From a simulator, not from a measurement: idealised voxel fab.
Process module under the name voxel transistor to metal
The figure presents cross-section cut, which has a width of 300 nm and is divided into square cells with an edge length of 5 nm.
For the purposes of this document, a cross-section shall be understood as a grid of square cells, specified as bands listed in top-to-bottom order, each band consisting of one or more rows of cells. What a band's entry tells you: where the top is and where the bottom is, as heights in nm, and after that what lies inside, material by material from left to right, each with its width in nm. Empty space is written as the word "blank", and a single material marked with the word "throughout" occupies the band from edge to edge. For the purposes of this specification, 0 denotes the height below which the wafer in its as-received condition is composed wholly of one material, and the lowermost band, lacking a lower limit, extends downward without end, as expressed in "z 0 and below". Read "30->40" as a graded width: first number on top, second number at the bottom, same change between each pair of neighbouring rows. Where the words "all unchanged" appear for a step, the cross-section shows no cell changed by that step; every cell remained as before. Look at "Enclosed cavities" for the closed voids: empty spaces with no open path to the top, sized 8 cells or up. Each is width x height at distance, distance from the left edge, all nm. On each step's line, the part that comes after the settings is the simulator's own comment on the step. overlay nm: how far to the right of its planned place the mask lay on this masked step (negative: to the left).

## Process steps - plan
1 RECEIVE: material Si
2 CONFORMAL_DEP: material SiO2, thk nm 5
3 CONFORMAL_DEP: material SiN, thk nm 10
4 DIRECTIONAL_DEP: material aC, thk nm 15
5 PATTERN: tone cover, mask id ACTIVE, material resist, width nm 95, pitch nm 125, thk nm 30, overlay nm 0
6 DIRECTIONAL_ETCH: etch materials aC, depth nm 15
7 STRIP: etch materials resist
8 DIRECTIONAL_ETCH: etch materials SiN, depth nm 10
9 DIRECTIONAL_ETCH: etch materials SiO2, depth nm 5
10 DIRECTIONAL_ETCH: etch materials Si, depth nm 20
11 STRIP: etch materials aC
12 FILL_DEP: material SiO2, thk nm 10
13 CMP: height nm 15
14 SELECTIVE_ETCH: etch materials SiO2, depth nm 5
15 STRIP: etch materials SiN
16 SELECTIVE_ETCH: etch materials SiO2, depth nm 5
17 OXIDIZE: depth nm 5
18 DIRECTIONAL_DEP: material polySi, thk nm 25
19 DIRECTIONAL_DEP: material SiCN, thk nm 15
20 DIRECTIONAL_DEP: material aC, thk nm 10
21 PATTERN: tone cover, mask id GATE, material resist, width nm 15, pitch nm 125, thk nm 25, overlay nm 0
22 DIRECTIONAL_ETCH: etch materials aC, depth nm 10
23 STRIP: etch materials resist
24 DIRECTIONAL_ETCH: etch materials SiCN, depth nm 25
25 DIRECTIONAL_ETCH: etch materials polySi, depth nm 35
26 STRIP: etch materials aC
27 CONFORMAL_DEP: material SiN, thk nm 5
28 DIRECTIONAL_ETCH: etch materials SiN, depth nm 5
29 DIRECTIONAL_ETCH: etch materials SiO2, depth nm 5
30 EPI: material nSi, thk nm 5
31 FILL_DEP: material SiO2, thk nm 10
32 CMP: height nm 40
33 DIRECTIONAL_DEP: material SiO2, thk nm 15
34 DIRECTIONAL_DEP: material aC, thk nm 15
35 PATTERN: tone open, mask id CONTACT, material resist, width nm 15, thk nm 35, overlay nm -15
36 DIRECTIONAL_ETCH: etch materials aC, depth nm 15
37 STRIP: etch materials resist
38 DIRECTIONAL_ETCH: etch materials SiO2, depth nm 55
39 STRIP: etch materials aC
40 CONFORMAL_DEP: material TiN, thk nm 5
41 FILL_DEP: material W, thk nm 5
42 CMP: height nm 55
43 DIRECTIONAL_DEP: material TiN, thk nm 5
44 DIRECTIONAL_DEP: material W, thk nm 15
45 DIRECTIONAL_DEP: material aC, thk nm 15
46 PATTERN: tone cover, mask id METAL_1, material resist, width nm 15, thk nm 30, overlay nm 0
47 DIRECTIONAL_ETCH: etch materials aC, depth nm 15
48 STRIP: etch materials resist
49 DIRECTIONAL_ETCH: etch materials W, depth nm 15
50 DIRECTIONAL_ETCH: etch materials TiN, depth nm 5
51 STRIP: etch materials aC
52 CONFORMAL_DEP: material SiN, thk nm 5
53 FILL_DEP: material lowk, thk nm 5
54 CMP: height nm 75
55 CONFORMAL_DEP: material SiN, thk nm 5
Be aware that, although all wafers share a common starting state, the overlay nm at step 35 differs among them, and the plan displays the first wafer's value.

## First of several wafers (as received, post step 1), cross-sectional view
	z 0 and below = Si throughout
	Enclosed cavities: none

## Per-wafer rows below. For each material: cells gained (+) or lost (-) since the wafer was received, as of end of module. Then: closed voids
overlay nm -15, -126 Si, +18 SiCN, +168 SiN, +560 SiO2, +104 TiN, +58 W, +120 lowk, +28 nSi, +30 polySi, Enclosed cavities: none
overlay nm -10, -126 Si, +18 SiCN, +168 SiN, +542 SiO2, +104 TiN, +76 W, +120 lowk, +28 nSi, +30 polySi, Enclosed cavities: none
overlay nm -5, -126 Si, +18 SiCN, +168 SiN, +542 SiO2, +104 TiN, +76 W, +120 lowk, +28 nSi, +30 polySi, Enclosed cavities: none
overlay nm 0, -126 Si, +18 SiCN, +168 SiN, +542 SiO2, +104 TiN, +76 W, +120 lowk, +28 nSi, +30 polySi, Enclosed cavities: none
overlay nm 5, -126 Si, +18 SiCN, +168 SiN, +542 SiO2, +104 TiN, +76 W, +120 lowk, +28 nSi, +30 polySi, Enclosed cavities: none
overlay nm 10, -126 Si, +18 SiCN, +168 SiN, +542 SiO2, +104 TiN, +76 W, +120 lowk, +28 nSi, +30 polySi, Enclosed cavities: none
overlay nm 15, -126 Si, +18 SiCN, +168 SiN, +560 SiO2, +104 TiN, +58 W, +120 lowk, +28 nSi, +30 polySi, Enclosed cavities: none
